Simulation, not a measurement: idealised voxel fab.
The following is a process module called voxel wiring stack.
Cross-sectional view cut (width: 220 nm; square cell size: 5 nm).
Throughout this document, each cross-section is represented as a grid of square cells and is presented as a sequence of bands enumerated from the top downward, where a band comprises one or more rows of cells.
Top height, bottom height, nm. Materials left to right, width each, nm. Single material + "throughout" = fills band edge to edge. "air" = empty.
Height datum 0, below which the as-received substrate wafer is one material. Lowest band open at the bottom, running downward: "0 nm and below".
A width given as "30 to 40" starts at the first number in the band's top row and ends at the second number in its bottom row, shifting by an equal amount at every step from row to row.
Where a step carries "no alteration", the cross-section came out of it unchanged, cell for cell.
For the entry "Unvented cavities", the listed items are empty spaces with no open way to the top whose size is 8 cells or more; each item follows the pattern width x height at distance, where distance is from the left edge and all three are in nm.
Formally, on a step line, whatever follows the settings is a remark that the simulator itself makes on the step.
overlay nm: where the mask lay relative to plan, measured to the right, on steps with a mask; negatives go left.

**The planned process steps are enumerated hereunder**
1: RECEIVE (material Si)
2: CONFORMAL_DEP (material SiO2; thk nm 15)
3: CONFORMAL_DEP (material SiCN; thk nm 5)
4: DIRECTIONAL_DEP (material lowk; thk nm 15)
5: PATTERN (tone open; mask id METAL_1; material resist; width nm 25; pitch nm 45; thk nm 15; overlay nm 0)
6: DIRECTIONAL_ETCH (etch materials lowk; depth nm 15)
7: DIRECTIONAL_ETCH (etch materials SiCN; depth nm 5)
8: STRIP (etch materials resist)
9: CONFORMAL_DEP (material TiN; thk nm 5)
10: FILL_DEP (material Cu; thk nm 10)
11: CMP (height nm 35)
12: EPI (material Ru; thk nm 5)
13: FILL_DEP (material SiCN; thk nm 5)
14: DIRECTIONAL_DEP (material lowk; thk nm 20)
15: PATTERN (tone open; mask id PLUG_1; material resist; width nm 15; thk nm 20; overlay nm 0)
16: DIRECTIONAL_ETCH (etch materials lowk; depth nm 20)
17: DIRECTIONAL_ETCH (etch materials SiCN; depth nm 5)
18: STRIP (etch materials resist)
19: CONFORMAL_DEP (material TiN; thk nm 5)
20: FILL_DEP (material Cu; thk nm 10)
21: CMP (height nm 65)
22: CONFORMAL_DEP (material SiCN; thk nm 5)
23: DIRECTIONAL_DEP (material lowk; thk nm 20)
24: PATTERN (tone open; mask id METAL_2; material resist; width nm 25; pitch nm 45; thk nm 15; overlay nm 0)
25: DIRECTIONAL_ETCH (etch materials lowk; depth nm 20)
26: DIRECTIONAL_ETCH (etch materials SiCN; depth nm 5)
27: STRIP (etch materials resist)
28: CONFORMAL_DEP (material TiN; thk nm 5)
29: FILL_DEP (material Cu; thk nm 5)
30: CMP (height nm 90)
31: EPI (material Ru; thk nm 5)
32: FILL_DEP (material SiCN; thk nm 5)
33: DIRECTIONAL_DEP (material SiO2; thk nm 30)
34: PATTERN (tone open; mask id METAL_3_HOLES; material resist; width nm 15; thk nm 20; overlay nm 0)
35: DIRECTIONAL_ETCH (etch materials SiO2; depth nm 30)
36: STRIP (etch materials resist)
37: PATTERN (tone open; mask id METAL_3; material resist; width nm 25; pitch nm 45; thk nm 20; overlay nm 0)
38: DIRECTIONAL_ETCH (etch materials SiO2; depth nm 15)
39: DIRECTIONAL_ETCH (etch materials SiCN; depth nm 5)
40: STRIP (etch materials resist)
41: CONFORMAL_DEP (material TiN; thk nm 5)
42: FILL_DEP (material Cu; thk nm 10)
43: CMP (height nm 130)
44: CONFORMAL_DEP (material SiCN; thk nm 5)
45: DIRECTIONAL_DEP (material lowk; thk nm 30)
46: PATTERN (tone open; mask id METAL_4; material resist; width nm 25; pitch nm 45; thk nm 15; overlay nm 0)
47: DIRECTIONAL_ETCH (etch materials lowk; depth nm 15)
48: STRIP (etch materials resist)
49: PATTERN (tone open; mask id METAL_4_HOLES; material resist; width nm 15; pitch nm 45; thk nm 15; overlay nm 0)
50: DIRECTIONAL_ETCH (etch materials lowk; depth nm 15)
51: DIRECTIONAL_ETCH (etch materials SiCN; depth nm 5)
52: STRIP (etch materials resist)
53: CONFORMAL_DEP (material TiN; thk nm 5)
54: FILL_DEP (material Cu; thk nm 5)
55: CMP (height nm 165)
56: CONFORMAL_DEP (material SiCN; thk nm 5)

**Wafer at receipt (post step 1), cross-section**
0 nm and below: Si throughout
Unvented cavities: none

**First of two wafers at the end of the module, shown in cross-section; run carried out as planned**
170 nm to 165 nm: SiCN throughout
165 nm to 155 nm: lowk (75) | TiN (5) | Cu (15) | TiN (5) | lowk (20) | TiN (5) | Cu (15) | TiN (5) | lowk (75)
155 nm to 150 nm: lowk (75) | TiN (5) | Cu (5) | TiN (15) | lowk (20) | TiN (5) | Cu (5) | TiN (15) | lowk (75)
150 nm to 135 nm: lowk (75) | TiN (5) | Cu (5) | TiN (5) | lowk (30) | TiN (5) | Cu (5) | TiN (5) | lowk (85)
135 nm to 130 nm: SiCN (75) | TiN (15) | SiCN (30) | TiN (15) | SiCN (85)
130 nm to 120 nm: SiO2 (75) | TiN (5) | Cu (15) | TiN (5) | SiO2 (20) | TiN (5) | Cu (15) | TiN (5) | SiO2 (75)
120 nm to 115 nm: SiO2 (75) | TiN (5) | Cu (5) | TiN (15) | SiO2 (20) | TiN (25) | SiO2 (75)
115 nm to 100 nm: SiO2 (75) | TiN (5) | Cu (5) | TiN (5) | SiO2 (130)
100 nm to 95 nm: SiCN (75) | TiN (15) | SiCN (130)
95 nm to 90 nm: SiCN (70) | Ru (35) | SiCN (10) | Ru (35) | SiCN (70)
90 nm to 70 nm: lowk (75) | TiN (5) | Cu (15) | TiN (5) | lowk (20) | TiN (5) | Cu (15) | TiN (5) | lowk (75)
70 nm to 65 nm: SiCN (75) | TiN (25) | SiCN (20) | TiN (25) | SiCN (75)
65 nm to 45 nm: lowk (75) | TiN (5) | Cu (5) | TiN (5) | lowk (130)
45 nm to 40 nm: SiCN (75) | TiN (15) | SiCN (130)
40 nm to 35 nm: SiCN (70) | Ru (35) | SiCN (10) | Ru (35) | SiCN (70)
35 nm to 20 nm: lowk (75) | TiN (5) | Cu (15) | TiN (5) | lowk (20) | TiN (5) | Cu (15) | TiN (5) | lowk (75)
20 nm to 15 nm: SiCN (75) | TiN (25) | SiCN (20) | TiN (25) | SiCN (75)
15 nm to 0 nm: SiO2 throughout
0 nm and below: Si throughout
Unvented cavities: none

**End-of-module cross-section of the second wafer: identical starting point and process plan to the first, with one processing mistake**
170 nm to 165 nm: SiCN throughout
165 nm to 155 nm: lowk (75) | TiN (5) | Cu (15) | TiN (5) | lowk (20) | TiN (5) | Cu (15) | TiN (5) | lowk (75)
155 nm to 150 nm: lowk (75) | TiN (5) | Cu (5) | TiN (15) | lowk (20) | TiN (5) | Cu (5) | TiN (15) | lowk (75)
150 nm to 135 nm: lowk (75) | TiN (5) | Cu (5) | TiN (5) | lowk (30) | TiN (5) | Cu (5) | TiN (5) | lowk (85)
135 nm to 130 nm: SiCN (75) | TiN (15) | SiCN (30) | TiN (15) | SiCN (85)
130 nm to 120 nm: SiO2 (75) | TiN (5) | Cu (15) | TiN (5) | SiO2 (20) | TiN (5) | Cu (15) | TiN (5) | SiO2 (75)
120 nm to 115 nm: SiO2 (75) | TiN (5) | Cu (5) | TiN (15) | SiO2 (20) | TiN (25) | SiO2 (75)
115 nm to 100 nm: SiO2 (75) | TiN (5) | Cu (5) | TiN (5) | SiO2 (130)
100 nm to 95 nm: SiCN (75) | TiN (15) | SiCN (130)
95 nm to 90 nm: SiCN (70) | Ru (35) | SiCN (10) | Ru (35) | SiCN (70)
90 nm to 70 nm: lowk (75) | TiN (5) | Cu (15) | TiN (5) | lowk (20) | TiN (5) | Cu (15) | TiN (5) | lowk (75)
70 nm to 65 nm: SiCN (75) | TiN (25) | SiCN (20) | TiN (25) | SiCN (75)
65 nm to 45 nm: lowk (75) | TiN (5) | Cu (5) | TiN (5) | lowk (130)
45 nm to 40 nm: SiCN (75) | TiN (15) | SiCN (130)
40 nm to 35 nm: SiCN (70) | Ru (35) | SiCN (10) | Ru (35) | SiCN (70)
35 nm to 25 nm: lowk (75) | TiN (5) | Cu (15) | TiN (5) | lowk (20) | TiN (5) | Cu (15) | TiN (5) | lowk (75)
25 nm to 20 nm: lowk (75) | TiN (25) | lowk (20) | TiN (25) | lowk (75)
20 nm to 5 nm: SiO2 throughout
5 nm to 0 nm: SiCN throughout
0 nm and below: Si throughout
Unvented cavities: none
Want to know what went wrong? transposition of steps 2 and 3 relative to the planned sequence
Materials where the second wafer ends with more or fewer cells than the first: -6 Cu | +10 SiCN | -4 TiN
